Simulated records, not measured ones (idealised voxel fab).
A process module follows: voxel self aligned contacts.
Cross-section cut spans 245 nm and uses square cells 5 nm in size.
Cross-section, as written here: a square-cell grid given band by band from the top down, where a band holds one or more rows of cells. Band: top height; bottom height; in nm. Then, left to right: material with width in nm, for each material. "all across": a single material spanning edge to edge. "empty": empty space. Note: height 0 marks the level under which the wafer is uniformly one material as received. Lowest band unbounded below, written "0 down". The two numbers in a width such as "30->40" mark its ends across the band: the first belongs to the top row of cells, the second to the bottom row, and from each row to the next the width moves by the same amount. Step note "everything unchanged" = no cross-section cell changed. The list in "Trapped cavities" covers empty spaces of 8 cells or more that cannot reach the top through any open way, and it gives each as width x height at distance; the distance is from the left edge, and width, height and distance are in nm. It should be noted that, on the line of a given step, the content following the step's settings is a remark produced by the simulator itself with respect to that step. You can add "overlay nm" to a step's line. For a step with a mask, it describes how far the mask lay to the right of its planned position, and a negative number describes a lay to the left.

LIST OF PLANNED PROCESS STEPS
- 1: op RECEIVE | material Si
- 2: op OXIDIZE | depth nm 5
- 3: op DIRECTIONAL_DEP | material polySi | thk nm 20
- 4: op DIRECTIONAL_DEP | material SiN | thk nm 20
- 5: op PATTERN | tone cover | mask id GATE | material resist | width nm 35 | pitch nm 60 | thk nm 20 | overlay nm 0
- 6: op DIRECTIONAL_ETCH | etch materials SiN | depth nm 20
- 7: op DIRECTIONAL_ETCH | etch materials polySi | depth nm 20
- 8: op STRIP | etch materials resist
- 9: op CONFORMAL_DEP | material SiN | thk nm 5
- 10: op DIRECTIONAL_ETCH | etch materials SiN | depth nm 5
- 11: op FILL_DEP | material SiO2 | thk nm 10
- 12: op CMP | height nm 45
- 13: op MASKED_ETCH | tone open | mask id CONTACT | width nm 45 | etch materials SiO2 | depth nm 50 | overlay nm 0
- 14: op CONFORMAL_DEP | material TiN | thk nm 5
- 15: op FILL_DEP | material W | thk nm 10
- 16: op CMP | height nm 45
- 17: op CONFORMAL_DEP | material SiN | thk nm 5

FIRST OF TWO WAFERS, WITH THE RUN CARRIED OUT AS PLANNED

SO THIS IS THE INCOMING WAFER IN CROSS-SECTION - IT'S ALREADY BEEN THROUGH STEP 1
  0 down = Si all across
  Trapped cavities: none

YOU'RE LOOKING AT A CROSS-SECTION OF THE WAFER AFTER STEP 2
  0 to -5 = SiO2 all across
  Everything below -5 is unchanged.

YOU'RE LOOKING AT A CROSS-SECTION OF THE WAFER AFTER STEP 3
  20 to 0 = polySi all across
  Everything below 0 is unchanged.

YOU'RE LOOKING AT A CROSS-SECTION OF THE WAFER AFTER STEP 4
  40 to 20 = SiN all across
  Everything below 20 is unchanged.

YOU'RE LOOKING AT A CROSS-SECTION OF THE WAFER AFTER STEP 5
  60 to 40 = 75 nm empty | 35 nm resist | 25 nm empty | 35 nm resist | 75 nm empty
  Everything below 40 is unchanged.

YOU'RE LOOKING AT A CROSS-SECTION OF THE WAFER AFTER STEP 6
  60 to 40 = 75 nm empty | 35 nm resist | 25 nm empty | 35 nm resist | 75 nm empty
  40 to 20 = 75 nm empty | 35 nm SiN | 25 nm empty | 35 nm SiN | 75 nm empty
  Everything below 20 is unchanged.

YOU'RE LOOKING AT A CROSS-SECTION OF THE WAFER AFTER STEP 7
  60 to 40 = 75 nm empty | 35 nm resist | 25 nm empty | 35 nm resist | 75 nm empty
  40 to 20 = 75 nm empty | 35 nm SiN | 25 nm empty | 35 nm SiN | 75 nm empty
  20 to 0 = 75 nm empty | 35 nm polySi | 25 nm empty | 35 nm polySi | 75 nm empty
  Everything below 0 is unchanged.

YOU'RE LOOKING AT A CROSS-SECTION OF THE WAFER AFTER STEP 8
  40 to 20 = 75 nm empty | 35 nm SiN | 25 nm empty | 35 nm SiN | 75 nm empty
  Everything below 20 is unchanged.

YOU'RE LOOKING AT A CROSS-SECTION OF THE WAFER AFTER STEP 9
  45 to 20 = 70 nm empty | 45 nm SiN | 15 nm empty | 45 nm SiN | 70 nm empty
  20 to 5 = 70 nm empty | 5 nm SiN | 35 nm polySi | 5 nm SiN | 15 nm empty | 5 nm SiN | 35 nm polySi | 5 nm SiN | 70 nm empty
  5 to 0 = 75 nm SiN | 35 nm polySi | 25 nm SiN | 35 nm polySi | 75 nm SiN
  Everything below 0 is unchanged.

YOU'RE LOOKING AT A CROSS-SECTION OF THE WAFER AFTER STEP 10
  40 to 20 = 70 nm empty | 45 nm SiN | 15 nm empty | 45 nm SiN | 70 nm empty
  20 to 0 = 70 nm empty | 5 nm SiN | 35 nm polySi | 5 nm SiN | 15 nm empty | 5 nm SiN | 35 nm polySi | 5 nm SiN | 70 nm empty
  Everything below 0 is unchanged.

YOU'RE LOOKING AT A CROSS-SECTION OF THE WAFER AFTER STEP 11
  50 to 40 = SiO2 all across
  40 to 20 = 70 nm SiO2 | 45 nm SiN | 15 nm SiO2 | 45 nm SiN | 70 nm SiO2
  20 to 0 = 70 nm SiO2 | 5 nm SiN | 35 nm polySi | 5 nm SiN | 15 nm SiO2 | 5 nm SiN | 35 nm polySi | 5 nm SiN | 70 nm SiO2
  Everything below 0 is unchanged.

YOU'RE LOOKING AT A CROSS-SECTION OF THE WAFER AFTER STEP 12
  45 to 40 = SiO2 all across
  Everything below 40 is unchanged.

YOU'RE LOOKING AT A CROSS-SECTION OF THE WAFER AFTER STEP 13
  45 to 40 = 100 nm SiO2 | 45 nm empty | 100 nm SiO2
  40 to 20 = 70 nm SiO2 | 45 nm SiN | 15 nm empty | 45 nm SiN | 70 nm SiO2
  20 to 0 = 70 nm SiO2 | 5 nm SiN | 35 nm polySi | 5 nm SiN | 15 nm empty | 5 nm SiN | 35 nm polySi | 5 nm SiN | 70 nm SiO2
  0 to -5 = 115 nm SiO2 | 15 nm empty | 115 nm SiO2
  Everything below -5 is unchanged.

YOU'RE LOOKING AT A CROSS-SECTION OF THE WAFER AFTER STEP 14
  50 to 45 = 105 nm TiN | 35 nm empty | 105 nm TiN
  45 to 40 = 100 nm SiO2 | 20 nm TiN | 5 nm empty | 20 nm TiN | 100 nm SiO2
  40 to 20 = 70 nm SiO2 | 45 nm SiN | 5 nm TiN | 5 nm empty | 5 nm TiN | 45 nm SiN | 70 nm SiO2
  20 to 0 = 70 nm SiO2 | 5 nm SiN | 35 nm polySi | 5 nm SiN | 5 nm TiN | 5 nm empty | 5 nm TiN | 5 nm SiN | 35 nm polySi | 5 nm SiN | 70 nm SiO2
  0 to -5 = 115 nm SiO2 | 15 nm TiN | 115 nm SiO2
  Everything below -5 is unchanged.

YOU'RE LOOKING AT A CROSS-SECTION OF THE WAFER AFTER STEP 15
  60 to 50 = W all across
  50 to 45 = 105 nm TiN | 35 nm W | 105 nm TiN
  45 to 40 = 100 nm SiO2 | 20 nm TiN | 5 nm W | 20 nm TiN | 100 nm SiO2
  40 to 20 = 70 nm SiO2 | 45 nm SiN | 5 nm TiN | 5 nm W | 5 nm TiN | 45 nm SiN | 70 nm SiO2
  20 to 0 = 70 nm SiO2 | 5 nm SiN | 35 nm polySi | 5 nm SiN | 5 nm TiN | 5 nm W | 5 nm TiN | 5 nm SiN | 35 nm polySi | 5 nm SiN | 70 nm SiO2
  Everything below 0 is unchanged.

YOU'RE LOOKING AT A CROSS-SECTION OF THE WAFER AFTER STEP 16
  45 to 40 = 100 nm SiO2 | 20 nm TiN | 5 nm W | 20 nm TiN | 100 nm SiO2
  Everything below 40 is unchanged.

YOU'RE LOOKING AT A CROSS-SECTION OF THE WAFER AFTER STEP 17
  50 to 45 = SiN all across
  Everything below 45 is unchanged.

HERE THE SECOND WAFER IS DESCRIBED. ITS START AND ITS PLAN WERE THOSE OF THE FIRST WAFER. ITS RUN CONTAINED ONE MISTAKE. UP TO AND INCLUDING STEP 1, IT DID EXACTLY WHAT THE FIRST WAFER DID

The second wafer in cross-section, at the planned close of step 2: everything unchanged

THE SECOND WAFER IN CROSS-SECTION, AT THE PLANNED CLOSE OF STEP 3
  20 to 0 = polySi all across
  Everything below 0 is unchanged.

THE SECOND WAFER IN CROSS-SECTION, AT THE PLANNED CLOSE OF STEP 4
  40 to 20 = SiN all across
  Everything below 20 is unchanged.

THE SECOND WAFER IN CROSS-SECTION, AT THE PLANNED CLOSE OF STEP 5
  60 to 40 = 75 nm empty | 35 nm resist | 25 nm empty | 35 nm resist | 75 nm empty
  Everything below 40 is unchanged.

THE SECOND WAFER IN CROSS-SECTION, AT THE PLANNED CLOSE OF STEP 6
  60 to 40 = 75 nm empty | 35 nm resist | 25 nm empty | 35 nm resist | 75 nm empty
  40 to 20 = 75 nm empty | 35 nm SiN | 25 nm empty | 35 nm SiN | 75 nm empty
  Everything below 20 is unchanged.

THE SECOND WAFER IN CROSS-SECTION, AT THE PLANNED CLOSE OF STEP 7
  60 to 40 = 75 nm empty | 35 nm resist | 25 nm empty | 35 nm resist | 75 nm empty
  40 to 20 = 75 nm empty | 35 nm SiN | 25 nm empty | 35 nm SiN | 75 nm empty
  20 to 0 = 75 nm empty | 35 nm polySi | 25 nm empty | 35 nm polySi | 75 nm empty
  Everything below 0 is unchanged.

THE SECOND WAFER IN CROSS-SECTION, AT THE PLANNED CLOSE OF STEP 8
  40 to 20 = 75 nm empty | 35 nm SiN | 25 nm empty | 35 nm SiN | 75 nm empty
  Everything below 20 is unchanged.

THE SECOND WAFER IN CROSS-SECTION, AT THE PLANNED CLOSE OF STEP 9
  45 to 20 = 70 nm empty | 45 nm SiN | 15 nm empty | 45 nm SiN | 70 nm empty
  20 to 5 = 70 nm empty | 5 nm SiN | 35 nm polySi | 5 nm SiN | 15 nm empty | 5 nm SiN | 35 nm polySi | 5 nm SiN | 70 nm empty
  5 to 0 = 75 nm SiN | 35 nm polySi | 25 nm SiN | 35 nm polySi | 75 nm SiN
  Everything below 0 is unchanged.

THE SECOND WAFER IN CROSS-SECTION, AT THE PLANNED CLOSE OF STEP 10
  40 to 20 = 70 nm empty | 45 nm SiN | 15 nm empty | 45 nm SiN | 70 nm empty
  20 to 0 = 70 nm empty | 5 nm SiN | 35 nm polySi | 5 nm SiN | 15 nm empty | 5 nm SiN | 35 nm polySi | 5 nm SiN | 70 nm empty
  Everything below 0 is unchanged.

THE SECOND WAFER IN CROSS-SECTION, AT THE PLANNED CLOSE OF STEP 11
  50 to 40 = SiO2 all across
  40 to 20 = 70 nm SiO2 | 45 nm SiN | 15 nm SiO2 | 45 nm SiN | 70 nm SiO2
  20 to 0 = 70 nm SiO2 | 5 nm SiN | 35 nm polySi | 5 nm SiN | 15 nm SiO2 | 5 nm SiN | 35 nm polySi | 5 nm SiN | 70 nm SiO2
  Everything below 0 is unchanged.

THE SECOND WAFER IN CROSS-SECTION, AT THE PLANNED CLOSE OF STEP 12
  45 to 40 = SiO2 all across
  Everything below 40 is unchanged.

THE SECOND WAFER IN CROSS-SECTION, AT THE PLANNED CLOSE OF STEP 13
  45 to 40 = 100 nm SiO2 | 45 nm empty | 100 nm SiO2
  40 to 20 = 70 nm SiO2 | 45 nm SiN | 15 nm empty | 45 nm SiN | 70 nm SiO2
  20 to 0 = 70 nm SiO2 | 5 nm SiN | 35 nm polySi | 5 nm SiN | 15 nm empty | 5 nm SiN | 35 nm polySi | 5 nm SiN | 70 nm SiO2
  Everything below 0 is unchanged.

THE SECOND WAFER IN CROSS-SECTION, AT THE PLANNED CLOSE OF STEP 14
  50 to 45 = 105 nm TiN | 35 nm empty | 105 nm TiN
  45 to 40 = 100 nm SiO2 | 20 nm TiN | 5 nm empty | 20 nm TiN | 100 nm SiO2
  40 to 20 = 70 nm SiO2 | 45 nm SiN | 5 nm TiN | 5 nm empty | 5 nm TiN | 45 nm SiN | 70 nm SiO2
  20 to 5 = 70 nm SiO2 | 5 nm SiN | 35 nm polySi | 5 nm SiN | 5 nm TiN | 5 nm empty | 5 nm TiN | 5 nm SiN | 35 nm polySi | 5 nm SiN | 70 nm SiO2
  5 to 0 = 70 nm SiO2 | 5 nm SiN | 35 nm polySi | 5 nm SiN | 15 nm TiN | 5 nm SiN | 35 nm polySi | 5 nm SiN | 70 nm SiO2
  Everything below 0 is unchanged.

THE SECOND WAFER IN CROSS-SECTION, AT THE PLANNED CLOSE OF STEP 15
  60 to 50 = W all across
  50 to 45 = 105 nm TiN | 35 nm W | 105 nm TiN
  45 to 40 = 100 nm SiO2 | 20 nm TiN | 5 nm W | 20 nm TiN | 100 nm SiO2
  40 to 20 = 70 nm SiO2 | 45 nm SiN | 5 nm TiN | 5 nm W | 5 nm TiN | 45 nm SiN | 70 nm SiO2
  20 to 5 = 70 nm SiO2 | 5 nm SiN | 35 nm polySi | 5 nm SiN | 5 nm TiN | 5 nm W | 5 nm TiN | 5 nm SiN | 35 nm polySi | 5 nm SiN | 70 nm SiO2
  Everything below 5 is unchanged.

THE SECOND WAFER IN CROSS-SECTION, AT THE PLANNED CLOSE OF STEP 16
  45 to 40 = 100 nm SiO2 | 20 nm TiN | 5 nm W | 20 nm TiN | 100 nm SiO2
  Everything below 40 is unchanged.

THE SECOND WAFER IN CROSS-SECTION, AT THE PLANNED CLOSE OF STEP 17
  50 to 45 = SiN all across
  Everything below 45 is unchanged.
what went wrong: execution of step 2 of the plan did not take place, the step having been omitted
Final cells, second wafer relative to first, materials higher or lower: +49 Si | -46 SiO2 | -2 TiN | -1 W
